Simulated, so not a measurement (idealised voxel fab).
Documented hereafter: the process module known as voxel ribs on slabs.
We display cut, a cross-section 195 nm in width whose square cells are each 5 nm.
Bands, listed from the top down, are how a cross-section gets written in this document; the cross-section itself is a grid of square cells, and a band is one or more rows of them.
Within each band entry, the heights of the top and of the bottom of the band appear first, in that order and in nm; the materials of the band then follow from left to right, each with its corresponding width in nm. The designation "throughout" on a single material indicates that it fills the band from edge to edge; the designation "empty" indicates empty space.
We count height from 0. Below that, the starting wafer is all one material. The lowest band never ends at the bottom but goes on down; see "0 -> down" for how that is written.
The width entry "30..40" should be interpreted row by row: the top row of cells in the band takes the first number, the bottom row takes the second number, and the change between adjacent rows is uniform throughout.
No cell of the cross-section changed in a step that is given as "no alterations made".
Look at "Enclosed void catalog" for the closed voids: empty spaces with no open path to the top, sized 8 cells or up. Each is width x height at distance, distance from the left edge, all nm.
Text after the settings on a step's line: the simulator's own remark on that step.
overlay nm: step with mask; distance mask lay right of planned place; negative value = left of planned place.
In what follows, pairs of cross-sections are presented, each taken before and after one process step, with the after cross-section shown only down to the lowest band that was altered; the step, together with its settings, is stated below the pair. The pairs may stem from different runs of this module on the same starting wafer; accordingly, a pair should be taken as continuing from the one above it solely where its entry headed "State on entry" indicates as much.

[State on entry]
* 0 -> down: Si throughout
* Enclosed void catalog: none

[Result of Step]
* 25 -> 0: SiO2 throughout
* Everything under 0 stays put, no change at all.
* Enclosed void catalog: none
What sits between those two cross-sections? DIRECTIONAL_DEP,material SiO2,thk nm 25

State on entry: after-step cross-section of the pair just above applies.

[Result of Step]
* 45 -> 25: polySi throughout
* Everything under 25 stays put, no change at all.
* Enclosed void catalog: none
What sits between those two cross-sections? DIRECTIONAL_DEP,material polySi,thk nm 20

State on entry: after-step cross-section of the pair just above applies.

[Result of Step]
* 45 -> 30: empty (90), polySi (15), empty (90)
* Everything under 30 stays put, no change at all.
* Enclosed void catalog: none
What sits between those two cross-sections? MASKED_ETCH,tone cover,mask id RIB,width nm 15,etch materials polySi,depth nm 15,overlay nm 0

State on entry: after-step cross-section of the pair just above applies.

[Result of Step]
* 60 -> 45: empty (90), aC (15), empty (90)
* 45 -> 30: aC (90), polySi (15), aC (90)
* Everything under 30 stays put, no change at all.
* Enclosed void catalog: none
What sits between those two cross-sections? DIRECTIONAL_DEP,material aC,thk nm 15

State on entry: after-step cross-section of the pair just above applies.

[Result of Step]
* 95 -> 60: empty (65), resist (65), empty (65)
* 60 -> 45: empty (65), resist (25), aC (15), resist (25), empty (65)
* Everything under 45 stays put, no change at all.
* Enclosed void catalog: none
What sits between those two cross-sections? PATTERN,tone cover,mask id SLAB,material resist,width nm 65,thk nm 35,overlay nm 0

State on entry: after-step cross-section of the pair just above applies.

[Result of Step]
* 80 -> 60: empty (65), resist (65), empty (65)
* 60 -> 45: empty (65), resist (25), aC (15), resist (25), empty (65)
* 45 -> 30: empty (65), aC (25), polySi (15), aC (25), empty (65)
* Everything under 30 stays put, no change at all.
* Enclosed void catalog: none
What sits between those two cross-sections? DIRECTIONAL_ETCH,etch materials aC,depth nm 15

State on entry: after-step cross-section of the pair just above applies.

[Result of Step]
* 60 -> 45: empty (90), aC (15), empty (90)
* Everything under 45 stays put, no change at all.
* Enclosed void catalog: none
What sits between those two cross-sections? STRIP,etch materials resist

State on entry: after-step cross-section of the pair just above applies.

[Result of Step]
* 60 -> 45: empty (90), aC (15), empty (90)
* 45 -> 30: empty (65), aC (25), polySi (15), aC (25), empty (65)
* 30 -> 25: empty (65), polySi (65), empty (65)
* Everything under 25 stays put, no change at all.
* Enclosed void catalog: none
What sits between those two cross-sections? DIRECTIONAL_ETCH,etch materials polySi,depth nm 5

State on entry: after-step cross-section of the pair just above applies.

[Result of Step]
* 45 -> 30: empty (90), polySi (15), empty (90)
* Everything under 30 stays put, no change at all.
* Enclosed void catalog: none
What sits between those two cross-sections? STRIP,etch materials aC

State on entry: after-step cross-section of the pair just above applies.

[Result of Step]
* 65 -> 45: SiO2 throughout
* 45 -> 30: SiO2 (90), polySi (15), SiO2 (90)
* 30 -> 25: SiO2 (65), polySi (65), SiO2 (65)
* Everything under 25 stays put, no change at all.
* Enclosed void catalog: none
What sits between those two cross-sections? FILL_DEP,material SiO2,thk nm 20

State on entry: after-step cross-section of the pair just above applies.

[Result of Step]
* 55 -> 45: SiO2 throughout
* Everything under 45 stays put, no change at all.
* Enclosed void catalog: none
What sits between those two cross-sections? CMP,height nm 55

State on entry: after-step cross-section of the pair just above applies.

[Result of Step]
* 60 -> 55: TiN throughout
* Everything under 55 stays put, no change at all.
* Enclosed void catalog: none
What sits between those two cross-sections? DIRECTIONAL_DEP,material TiN,thk nm 5

State on entry: after-step cross-section of the pair just above applies.

[Result of Step]
* 80 -> 60: empty (85), resist (25), empty (85)
* Everything under 60 stays put, no change at all.
* Enclosed void catalog: none
What sits between those two cross-sections? PATTERN,tone cover,mask id HEATER,material resist,width nm 25,thk nm 20,overlay nm 0

State on entry: after-step cross-section of the pair just above applies.

[Result of Step]
* 80 -> 60: empty (85), resist (25), empty (85)
* 60 -> 55: empty (85), TiN (25), empty (85)
* Everything under 55 stays put, no change at all.
* Enclosed void catalog: none
What sits between those two cross-sections? DIRECTIONAL_ETCH,etch materials TiN,depth nm 5

State on entry: after-step cross-section of the pair just above applies.

[Result of Step]
* 60 -> 55: empty (85), TiN (25), empty (85)
* Everything under 55 stays put, no change at all.
* Enclosed void catalog: none
What sits between those two cross-sections? STRIP,etch materials resist

State on entry: after-step cross-section of the pair just above applies.

[Result of Step]
* 65 -> 60: empty (80), SiN (35), empty (80)
* 60 -> 55: SiN (85), TiN (25), SiN (85)
* Everything under 55 stays put, no change at all.
* Enclosed void catalog: none
What sits between those two cross-sections? CONFORMAL_DEP,material SiN,thk nm 5

[State on entry]
* 45 -> 25: polySi throughout
* 25 -> 0: SiO2 throughout
* 0 -> down: Si throughout
* Enclosed void catalog: none

[Result of Step]
* 65 -> 25: polySi throughout
* Everything under 25 stays put, no change at all.
* Enclosed void catalog: none
What sits between those two cross-sections? DIRECTIONAL_DEP,material polySi,thk nm 20

State on entry: after-step cross-section of the pair just above applies.

[Result of Step]
* 65 -> 50: empty (90), polySi (15), empty (90)
* Everything under 50 stays put, no change at all.
* Enclosed void catalog: none
What sits between those two cross-sections? MASKED_ETCH,tone cover,mask id RIB,width nm 15,etch materials polySi,depth nm 15,overlay nm 0

State on entry: after-step cross-section of the pair just above applies.

[Result of Step]
* 80 -> 65: empty (90), aC (15), empty (90)
* 65 -> 50: aC (90), polySi (15), aC (90)
* Everything under 50 stays put, no change at all.
* Enclosed void catalog: none
What sits between those two cross-sections? DIRECTIONAL_DEP,material aC,thk nm 15

State on entry: after-step cross-section of the pair just above applies.

[Result of Step]
* 115 -> 80: empty (65), resist (65), empty (65)
* 80 -> 65: empty (65), resist (25), aC (15), resist (25), empty (65)
* Everything under 65 stays put, no change at all.
* Enclosed void catalog: none
What sits between those two cross-sections? PATTERN,tone cover,mask id SLAB,material resist,width nm 65,thk nm 35,overlay nm 0

State on entry: after-step cross-section of the pair just above applies.

[Result of Step]
* 100 -> 80: empty (65), resist (65), empty (65)
* 80 -> 65: empty (65), resist (25), aC (15), resist (25), empty (65)
* 65 -> 50: empty (65), aC (25), polySi (15), aC (25), empty (65)
* Everything under 50 stays put, no change at all.
* Enclosed void catalog: none
What sits between those two cross-sections? DIRECTIONAL_ETCH,etch materials aC,depth nm 15

State on entry: after-step cross-section of the pair just above applies.

[Result of Step]
* 80 -> 65: empty (90), aC (15), empty (90)
* Everything under 65 stays put, no change at all.
* Enclosed void catalog: none
What sits between those two cross-sections? STRIP,etch materials resist

State on entry: after-step cross-section of the pair just above applies.

[Result of Step]
* 80 -> 65: empty (90), aC (15), empty (90)
* 65 -> 50: empty (65), aC (25), polySi (15), aC (25), empty (65)
* 50 -> 45: empty (65), polySi (65), empty (65)
* Everything under 45 stays put, no change at all.
* Enclosed void catalog: none
What sits between those two cross-sections? DIRECTIONAL_ETCH,etch materials polySi,depth nm 5

State on entry: after-step cross-section of the pair just above applies.

[Result of Step]
* 65 -> 50: empty (90), polySi (15), empty (90)
* Everything under 50 stays put, no change at all.
* Enclosed void catalog: none
What sits between those two cross-sections? STRIP,etch materials aC

State on entry: after-step cross-section of the pair just above applies.

[Result of Step]
* 85 -> 65: SiO2 throughout
* 65 -> 50: SiO2 (90), polySi (15), SiO2 (90)
* 50 -> 45: SiO2 (65), polySi (65), SiO2 (65)
* Everything under 45 stays put, no change at all.
* Enclosed void catalog: none
What sits between those two cross-sections? FILL_DEP,material SiO2,thk nm 20

State on entry: after-step cross-section of the pair just above applies.

[Result of Step]
* 55 -> 45: SiO2 (90..65), polySi (15..65), SiO2 (90..65)
* Everything under 45 stays put, no change at all.
* Enclosed void catalog: none
What sits between those two cross-sections? CMP,height nm 55

State on entry: after-step cross-section of the pair just above applies.

[Result of Step]
* 60 -> 55: TiN throughout
* Everything under 55 stays put, no change at all.
* Enclosed void catalog: none
What sits between those two cross-sections? DIRECTIONAL_DEP,material TiN,thk nm 5

State on entry: after-step cross-section of the pair just above applies.

[Result of Step]
* 80 -> 60: empty (85), resist (25), empty (85)
* Everything under 60 stays put, no change at all.
* Enclosed void catalog: none
What sits between those two cross-sections? PATTERN,tone cover,mask id HEATER,material resist,width nm 25,thk nm 20,overlay nm 0

State on entry: after-step cross-section of the pair just above applies.

[Result of Step]
* 80 -> 60: empty (85), resist (25), empty (85)
* 60 -> 55: empty (85), TiN (25), empty (85)
* Everything under 55 stays put, no change at all.
* Enclosed void catalog: none
What sits between those two cross-sections? DIRECTIONAL_ETCH,etch materials TiN,depth nm 5

State on entry: after-step cross-section of the pair just above applies.

[Result of Step]
* 60 -> 55: empty (85), TiN (25), empty (85)
* Everything under 55 stays put, no change at all.
* Enclosed void catalog: none
What sits between those two cross-sections? STRIP,etch materials resist

State on entry: after-step cross-section of the pair just above applies.

[Result of Step]
* 65 -> 60: empty (80), SiN (35), empty (80)
* 60 -> 55: SiN (85), TiN (25), SiN (85)
* Everything under 55 stays put, no change at all.
* Enclosed void catalog: none
What sits between those two cross-sections? CONFORMAL_DEP,material SiN,thk nm 5

[State on entry]
* 0 -> down: Si throughout
* Enclosed void catalog: none

[Result of Step]
* 20 -> 0: polySi throughout
* Everything under 0 stays put, no change at all.
* Enclosed void catalog: none
What sits between those two cross-sections? DIRECTIONAL_DEP,material polySi,thk nm 20

State on entry: after-step cross-section of the pair just above applies.

[Result of Step]
* 45 -> 20: SiO2 throughout
* Everything under 20 stays put, no change at all.
* Enclosed void catalog: none
What sits between those two cross-sections? DIRECTIONAL_DEP,material SiO2,thk nm 25

State on entry: after-step cross-section of the pair just above applies.

[Result of Step]
* 60 -> 45: aC throughout
* Everything under 45 stays put, no change at all.
* Enclosed void catalog: none
What sits between those two cross-sections? DIRECTIONAL_DEP,material aC,thk nm 15

State on entry: after-step cross-section of the pair just above applies.

[Result of Step]
* 95 -> 60: empty (65), resist (65), empty (65)
* Everything under 60 stays put, no change at all.
* Enclosed void catalog: none
What sits between those two cross-sections? PATTERN,tone cover,mask id SLAB,material resist,width nm 65,thk nm 35,overlay nm 0

State on entry: after-step cross-section of the pair just above applies.

[Result of Step]
* 80 -> 60: empty (65), resist (65), empty (65)
* 60 -> 45: empty (65), aC (65), empty (65)
* Everything under 45 stays put, no change at all.
* Enclosed void catalog: none
What sits between those two cross-sections? DIRECTIONAL_ETCH,etch materials aC,depth nm 15

State on entry: after-step cross-section of the pair just above applies.

[Result of Step]
* 60 -> 45: empty (65), aC (65), empty (65)
* Everything under 45 stays put, no change at all.
* Enclosed void catalog: none
What sits between those two cross-sections? STRIP,etch materials resist

State on entry: after-step cross-section of the pair just above applies.

[Result of Step]
* 45 -> 20: SiO2 throughout
* Everything under 20 stays put, no change at all.
* Enclosed void catalog: none
What sits between those two cross-sections? STRIP,etch materials aC

State on entry: after-step cross-section of the pair just above applies.

[Result of Step]
* 65 -> 20: SiO2 throughout
* Everything under 20 stays put, no change at all.
* Enclosed void catalog: none
What sits between those two cross-sections? FILL_DEP,material SiO2,thk nm 20

State on entry: after-step cross-section of the pair just above applies.

[Result of Step]
* 55 -> 20: SiO2 throughout
* Everything under 20 stays put, no change at all.
* Enclosed void catalog: none
What sits between those two cross-sections? CMP,height nm 55

State on entry: after-step cross-section of the pair just above applies.

[Result of Step]
* 60 -> 55: TiN throughout
* Everything under 55 stays put, no change at all.
* Enclosed void catalog: none
What sits between those two cross-sections? DIRECTIONAL_DEP,material TiN,thk nm 5

State on entry: after-step cross-section of the pair just above applies.

[Result of Step]
* 80 -> 60: empty (85), resist (25), empty (85)
* Everything under 60 stays put, no change at all.
* Enclosed void catalog: none
What sits between those two cross-sections? PATTERN,tone cover,mask id HEATER,material resist,width nm 25,thk nm 20,overlay nm 0

State on entry: after-step cross-section of the pair just above applies.

[Result of Step]
* 80 -> 60: empty (85), resist (25), empty (85)
* 60 -> 55: empty (85), TiN (25), empty (85)
* Everything under 55 stays put, no change at all.
* Enclosed void catalog: none
What sits between those two cross-sections? DIRECTIONAL_ETCH,etch materials TiN,depth nm 5

State on entry: after-step cross-section of the pair just above applies.

[Result of Step]
* 60 -> 55: empty (85), TiN (25), empty (85)
* Everything under 55 stays put, no change at all.
* Enclosed void catalog: none
What sits between those two cross-sections? STRIP,etch materials resist

State on entry: after-step cross-section of the pair just above applies.

[Result of Step]
* 65 -> 60: empty (80), SiN (35), empty (80)
* 60 -> 55: SiN (85), TiN (25), SiN (85)
* Everything under 55 stays put, no change at all.
* Enclosed void catalog: none
What sits between those two cross-sections? CONFORMAL_DEP,material SiN,thk nm 5

[State on entry]
* 0 -> down: Si throughout
* Enclosed void catalog: none

[Result of Step]
* 30 -> 0: SiO2 throughout
* Everything under 0 stays put, no change at all.
* Enclosed void catalog: none
What sits between those two cross-sections? DIRECTIONAL_DEP,material SiO2,thk nm 30

State on entry: after-step cross-section of the pair just above applies.

[Result of Step]
* 50 -> 30: polySi throughout
* Everything under 30 stays put, no change at all.
* Enclosed void catalog: none
What sits between those two cross-sections? DIRECTIONAL_DEP,material polySi,thk nm 20

State on entry: after-step cross-section of the pair just above applies.

[Result of Step]
* 50 -> 35: empty (90), polySi (15), empty (90)
* Everything under 35 stays put, no change at all.
* Enclosed void catalog: none
What sits between those two cross-sections? MASKED_ETCH,tone cover,mask id RIB,width nm 15,etch materials polySi,depth nm 15,overlay nm 0

State on entry: after-step cross-section of the pair just above applies.

[Result of Step]
* 65 -> 50: empty (90), aC (15), empty (90)
* 50 -> 35: aC (90), polySi (15), aC (90)
* Everything under 35 stays put, no change at all.
* Enclosed void catalog: none
What sits between those two cross-sections? DIRECTIONAL_DEP,material aC,thk nm 15

State on entry: after-step cross-section of the pair just above applies.

[Result of Step]
* 100 -> 65: empty (65), resist (65), empty (65)
* 65 -> 50: empty (65), resist (25), aC (15), resist (25), empty (65)
* Everything under 50 stays put, no change at all.
* Enclosed void catalog: none
What sits between those two cross-sections? PATTERN,tone cover,mask id SLAB,material resist,width nm 65,thk nm 35,overlay nm 0

State on entry: after-step cross-section of the pair just above applies.

[Result of Step]
* 85 -> 65: empty (65), resist (65), empty (65)
* 65 -> 50: empty (65), resist (25), aC (15), resist (25), empty (65)
* 50 -> 35: empty (65), aC (25), polySi (15), aC (25), empty (65)
* Everything under 35 stays put, no change at all.
* Enclosed void catalog: none
What sits between those two cross-sections? DIRECTIONAL_ETCH,etch materials aC,depth nm 15

State on entry: after-step cross-section of the pair just above applies.

[Result of Step]
* 65 -> 50: empty (90), aC (15), empty (90)
* Everything under 50 stays put, no change at all.
* Enclosed void catalog: none
What sits between those two cross-sections? STRIP,etch materials resist

State on entry: after-step cross-section of the pair just above applies.

[Result of Step]
* 65 -> 50: empty (90), aC (15), empty (90)
* 50 -> 35: empty (65), aC (25), polySi (15), aC (25), empty (65)
* 35 -> 30: empty (65), polySi (65), empty (65)
* Everything under 30 stays put, no change at all.
* Enclosed void catalog: none
What sits between those two cross-sections? DIRECTIONAL_ETCH,etch materials polySi,depth nm 5

State on entry: after-step cross-section of the pair just above applies.

[Result of Step]
* 50 -> 35: empty (90), polySi (15), empty (90)
* Everything under 35 stays put, no change at all.
* Enclosed void catalog: none
What sits between those two cross-sections? STRIP,etch materials aC

State on entry: after-step cross-section of the pair just above applies.

[Result of Step]
* 70 -> 50: SiO2 throughout
* 50 -> 35: SiO2 (90), polySi (15), SiO2 (90)
* 35 -> 30: SiO2 (65), polySi (65), SiO2 (65)
* Everything under 30 stays put, no change at all.
* Enclosed void catalog: none
What sits between those two cross-sections? FILL_DEP,material SiO2,thk nm 20

State on entry: after-step cross-section of the pair just above applies.

[Result of Step]
* 55 -> 50: SiO2 throughout
* Everything under 50 stays put, no change at all.
* Enclosed void catalog: none
What sits between those two cross-sections? CMP,height nm 55

State on entry: after-step cross-section of the pair just above applies.

[Result of Step]
* 60 -> 55: TiN throughout
* Everything under 55 stays put, no change at all.
* Enclosed void catalog: none
What sits between those two cross-sections? DIRECTIONAL_DEP,material TiN,thk nm 5

State on entry: after-step cross-section of the pair just above applies.

[Result of Step]
* 80 -> 60: empty (85), resist (25), empty (85)
* Everything under 60 stays put, no change at all.
* Enclosed void catalog: none
What sits between those two cross-sections? PATTERN,tone cover,mask id HEATER,material resist,width nm 25,thk nm 20,overlay nm 0

State on entry: after-step cross-section of the pair just above applies.

[Result of Step]
* 80 -> 60: empty (85), resist (25), empty (85)
* 60 -> 55: empty (85), TiN (25), empty (85)
* Everything under 55 stays put, no change at all.
* Enclosed void catalog: none
What sits between those two cross-sections? DIRECTIONAL_ETCH,etch materials TiN,depth nm 5

State on entry: after-step cross-section of the pair just above applies.

[Result of Step]
* 60 -> 55: empty (85), TiN (25), empty (85)
* Everything under 55 stays put, no change at all.
* Enclosed void catalog: none
What sits between those two cross-sections? STRIP,etch materials resist

State on entry: after-step cross-section of the pair just above applies.

[Result of Step]
* 65 -> 60: empty (80), SiN (35), empty (80)
* 60 -> 55: SiN (85), TiN (25), SiN (85)
* Everything under 55 stays put, no change at all.
* Enclosed void catalog: none
What sits between those two cross-sections? CONFORMAL_DEP,material SiN,thk nm 5

[State on entry]
* 60 -> 55: TiN throughout
* 55 -> 45: SiO2 throughout
* 45 -> 30: SiO2 (90), polySi (15), SiO2 (90)
* 30 -> 25: SiO2 (65), polySi (65), SiO2 (65)
* 25 -> 0: SiO2 throughout
* 0 -> down: Si throughout
* Enclosed void catalog: none

[Result of Step]
* 80 -> 60: empty (90), resist (20), empty (85)
* Everything under 60 stays put, no change at all.
* Enclosed void catalog: none
What sits between those two cross-sections? PATTERN,tone cover,mask id HEATER,material resist,width nm 20,thk nm 20,overlay nm 0

State on entry: after-step cross-section of the pair just above applies.

[Result of Step]
* 80 -> 60: empty (90), resist (20), empty (85)
* 60 -> 55: empty (90), TiN (20), empty (85)
* Everything under 55 stays put, no change at all.
* Enclosed void catalog: none
What sits between those two cross-sections? DIRECTIONAL_ETCH,etch materials TiN,depth nm 5

State on entry: after-step cross-section of the pair just above applies.

[Result of Step]
* 60 -> 55: empty (90), TiN (20), empty (85)
* Everything under 55 stays put, no change at all.
* Enclosed void catalog: none
What sits between those two cross-sections? STRIP,etch materials resist

State on entry: after-step cross-section of the pair just above applies.

[Result of Step]
* 65 -> 60: empty (85), SiN (30), empty (80)
* 60 -> 55: SiN (90), TiN (20), SiN (85)
* Everything under 55 stays put, no change at all.
* Enclosed void catalog: none
What sits between those two cross-sections? CONFORMAL_DEP,material SiN,thk nm 5

[State on entry]
* 45 -> 25: polySi throughout
* 25 -> 0: SiO2 throughout
* 0 -> down: Si throughout
* Enclosed void catalog: none

[Result of Step]
* 45 -> 30: empty (85), polySi (15), empty (95)
* Everything under 30 stays put, no change at all.
* Enclosed void catalog: none
What sits between those two cross-sections? MASKED_ETCH,tone cover,mask id RIB,width nm 15,etch materials polySi,depth nm 15,overlay nm -5

State on entry: after-step cross-section of the pair just above applies.

[Result of Step]
* 60 -> 45: empty (85), aC (15), empty (95)
* 45 -> 30: aC (85), polySi (15), aC (95)
* Everything under 30 stays put, no change at all.
* Enclosed void catalog: none
What sits between those two cross-sections? DIRECTIONAL_DEP,material aC,thk nm 15

State on entry: after-step cross-section of the pair just above applies.

[Result of Step]
* 95 -> 60: empty (65), resist (65), empty (65)
* 60 -> 45: empty (65), resist (20), aC (15), resist (30), empty (65)
* Everything under 45 stays put, no change at all.
* Enclosed void catalog: none
What sits between those two cross-sections? PATTERN,tone cover,mask id SLAB,material resist,width nm 65,thk nm 35,overlay nm 0

State on entry: after-step cross-section of the pair just above applies.

[Result of Step]
* 80 -> 60: empty (65), resist (65), empty (65)
* 60 -> 45: empty (65), resist (20), aC (15), resist (30), empty (65)
* 45 -> 30: empty (65), aC (20), polySi (15), aC (30), empty (65)
* Everything under 30 stays put, no change at all.
* Enclosed void catalog: none
What sits between those two cross-sections? DIRECTIONAL_ETCH,etch materials aC,depth nm 15

State on entry: after-step cross-section of the pair just above applies.

[Result of Step]
* 60 -> 45: empty (85), aC (15), empty (95)
* Everything under 45 stays put, no change at all.
* Enclosed void catalog: none
What sits between those two cross-sections? STRIP,etch materials resist

State on entry: after-step cross-section of the pair just above applies.

[Result of Step]
* 60 -> 45: empty (85), aC (15), empty (95)
* 45 -> 30: empty (65), aC (20), polySi (15), aC (30), empty (65)
* 30 -> 25: empty (65), polySi (65), empty (65)
* Everything under 25 stays put, no change at all.
* Enclosed void catalog: none
What sits between those two cross-sections? DIRECTIONAL_ETCH,etch materials polySi,depth nm 5

State on entry: after-step cross-section of the pair just above applies.

[Result of Step]
* 45 -> 30: empty (85), polySi (15), empty (95)
* Everything under 30 stays put, no change at all.
* Enclosed void catalog: none
What sits between those two cross-sections? STRIP,etch materials aC

State on entry: after-step cross-section of the pair just above applies.

[Result of Step]
* 65 -> 45: SiO2 throughout
* 45 -> 30: SiO2 (85), polySi (15), SiO2 (95)
* 30 -> 25: SiO2 (65), polySi (65), SiO2 (65)
* Everything under 25 stays put, no change at all.
* Enclosed void catalog: none
What sits between those two cross-sections? FILL_DEP,material SiO2,thk nm 20

State on entry: after-step cross-section of the pair just above applies.

[Result of Step]
* 55 -> 45: SiO2 throughout
* Everything under 45 stays put, no change at all.
* Enclosed void catalog: none
What sits between those two cross-sections? CMP,height nm 55

State on entry: after-step cross-section of the pair just above applies.

[Result of Step]
* 60 -> 55: TiN throughout
* Everything under 55 stays put, no change at all.
* Enclosed void catalog: none
What sits between those two cross-sections? DIRECTIONAL_DEP,material TiN,thk nm 5

State on entry: after-step cross-section of the pair just above applies.

[Result of Step]
* 80 -> 60: empty (85), resist (25), empty (85)
* Everything under 60 stays put, no change at all.
* Enclosed void catalog: none
What sits between those two cross-sections? PATTERN,tone cover,mask id HEATER,material resist,width nm 25,thk nm 20,overlay nm 0

State on entry: after-step cross-section of the pair just above applies.

[Result of Step]
* 80 -> 60: empty (85), resist (25), empty (85)
* 60 -> 55: empty (85), TiN (25), empty (85)
* Everything under 55 stays put, no change at all.
* Enclosed void catalog: none
What sits between those two cross-sections? DIRECTIONAL_ETCH,etch materials TiN,depth nm 5

State on entry: after-step cross-section of the pair just above applies.

[Result of Step]
* 60 -> 55: empty (85), TiN (25), empty (85)
* Everything under 55 stays put, no change at all.
* Enclosed void catalog: none
What sits between those two cross-sections? STRIP,etch materials resist

State on entry: after-step cross-section of the pair just above applies.

[Result of Step]
* 65 -> 60: empty (80), SiN (35), empty (80)
* 60 -> 55: SiN (85), TiN (25), SiN (85)
* Everything under 55 stays put, no change at all.
* Enclosed void catalog: none
What sits between those two cross-sections? CONFORMAL_DEP,material SiN,thk nm 5

[State on entry]
* 60 -> 55: empty (85), TiN (25), empty (85)
* 55 -> 45: SiO2 throughout
* 45 -> 30: SiO2 (90), polySi (15), SiO2 (90)
* 30 -> 25: SiO2 (65), polySi (65), SiO2 (65)
* 25 -> 0: SiO2 throughout
* 0 -> down: Si throughout
* Enclosed void catalog: none

[Result of Step]
* 65 -> 60: empty (80), SiO2 (35), empty (80)
* 60 -> 55: SiO2 (85), TiN (25), SiO2 (85)
* Everything under 55 stays put, no change at all.
* Enclosed void catalog: none
What sits between those two cross-sections? CONFORMAL_DEP,material SiO2,thk nm 5

[State on entry]
* 45 -> 25: polySi throughout
* 25 -> 0: SiO2 throughout
* 0 -> down: Si throughout
* Enclosed void catalog: none

[Result of Step]
* 45 -> 30: polySi (90), empty (15), polySi (90)
* Everything under 30 stays put, no change at all.
* Enclosed void catalog: none
What sits between those two cross-sections? MASKED_ETCH,tone open,mask id RIB,width nm 15,etch materials polySi,depth nm 15,overlay nm 0

State on entry: after-step cross-section of the pair just above applies.

[Result of Step]
* 60 -> 45: aC (90), empty (15), aC (90)
* 45 -> 30: polySi (90), aC (15), polySi (90)
* Everything under 30 stays put, no change at all.
* Enclosed void catalog: none
What sits between those two cross-sections? DIRECTIONAL_DEP,material aC,thk nm 15

State on entry: after-step cross-section of the pair just above applies.

[Result of Step]
* 95 -> 60: empty (65), resist (65), empty (65)
* 60 -> 45: aC (90), resist (15), aC (90)
* Everything under 45 stays put, no change at all.
* Enclosed void catalog: none
What sits between those two cross-sections? PATTERN,tone cover,mask id SLAB,material resist,width nm 65,thk nm 35,overlay nm 0

State on entry: after-step cross-section of the pair just above applies.

[Result of Step]
* 80 -> 60: empty (65), resist (65), empty (65)
* 60 -> 45: empty (65), aC (25), resist (15), aC (25), empty (65)
* Everything under 45 stays put, no change at all.
* Enclosed void catalog: none
What sits between those two cross-sections? DIRECTIONAL_ETCH,etch materials aC,depth nm 15

State on entry: after-step cross-section of the pair just above applies.

[Result of Step]
* 60 -> 45: empty (65), aC (25), empty (15), aC (25), empty (65)
* Everything under 45 stays put, no change at all.
* Enclosed void catalog: none
What sits between those two cross-sections? STRIP,etch materials resist

State on entry: after-step cross-section of the pair just above applies.

[Result of Step]
* 60 -> 45: empty (65), aC (25), empty (15), aC (25), empty (65)
* 45 -> 40: empty (65), polySi (25), aC (15), polySi (25), empty (65)
* Everything under 40 stays put, no change at all.
* Enclosed void catalog: none
What sits between those two cross-sections? DIRECTIONAL_ETCH,etch materials polySi,depth nm 5

State on entry: after-step cross-section of the pair just above applies.

[Result of Step]
* 45 -> 40: empty (65), polySi (25), empty (15), polySi (25), empty (65)
* 40 -> 30: polySi (90), empty (15), polySi (90)
* Everything under 30 stays put, no change at all.
* Enclosed void catalog: none
What sits between those two cross-sections? STRIP,etch materials aC

State on entry: after-step cross-section of the pair just above applies.

[Result of Step]
* 65 -> 45: SiO2 throughout
* 45 -> 40: SiO2 (65), polySi (25), SiO2 (15), polySi (25), SiO2 (65)
* 40 -> 30: polySi (90), SiO2 (15), polySi (90)
* Everything under 30 stays put, no change at all.
* Enclosed void catalog: none
What sits between those two cross-sections? FILL_DEP,material SiO2,thk nm 20

State on entry: after-step cross-section of the pair just above applies.

[Result of Step]
* 55 -> 45: SiO2 throughout
* Everything under 45 stays put, no change at all.
* Enclosed void catalog: none
What sits between those two cross-sections? CMP,height nm 55

State on entry: after-step cross-section of the pair just above applies.

[Result of Step]
* 60 -> 55: TiN throughout
* Everything under 55 stays put, no change at all.
* Enclosed void catalog: none
What sits between those two cross-sections? DIRECTIONAL_DEP,material TiN,thk nm 5

State on entry: after-step cross-section of the pair just above applies.

[Result of Step]
* 80 -> 60: empty (85), resist (25), empty (85)
* Everything under 60 stays put, no change at all.
* Enclosed void catalog: none
What sits between those two cross-sections? PATTERN,tone cover,mask id HEATER,material resist,width nm 25,thk nm 20,overlay nm 0

State on entry: after-step cross-section of the pair just above applies.

[Result of Step]
* 80 -> 60: empty (85), resist (25), empty (85)
* 60 -> 55: empty (85), TiN (25), empty (85)
* Everything under 55 stays put, no change at all.
* Enclosed void catalog: none
What sits between those two cross-sections? DIRECTIONAL_ETCH,etch materials TiN,depth nm 5

State on entry: after-step cross-section of the pair just above applies.

[Result of Step]
* 60 -> 55: empty (85), TiN (25), empty (85)
* Everything under 55 stays put, no change at all.
* Enclosed void catalog: none
What sits between those two cross-sections? STRIP,etch materials resist

State on entry: after-step cross-section of the pair just above applies.

[Result of Step]
* 65 -> 60: empty (80), SiN (35), empty (80)
* 60 -> 55: SiN (85), TiN (25), SiN (85)
* Everything under 55 stays put, no change at all.
* Enclosed void catalog: none
What sits between those two cross-sections? CONFORMAL_DEP,material SiN,thk nm 5
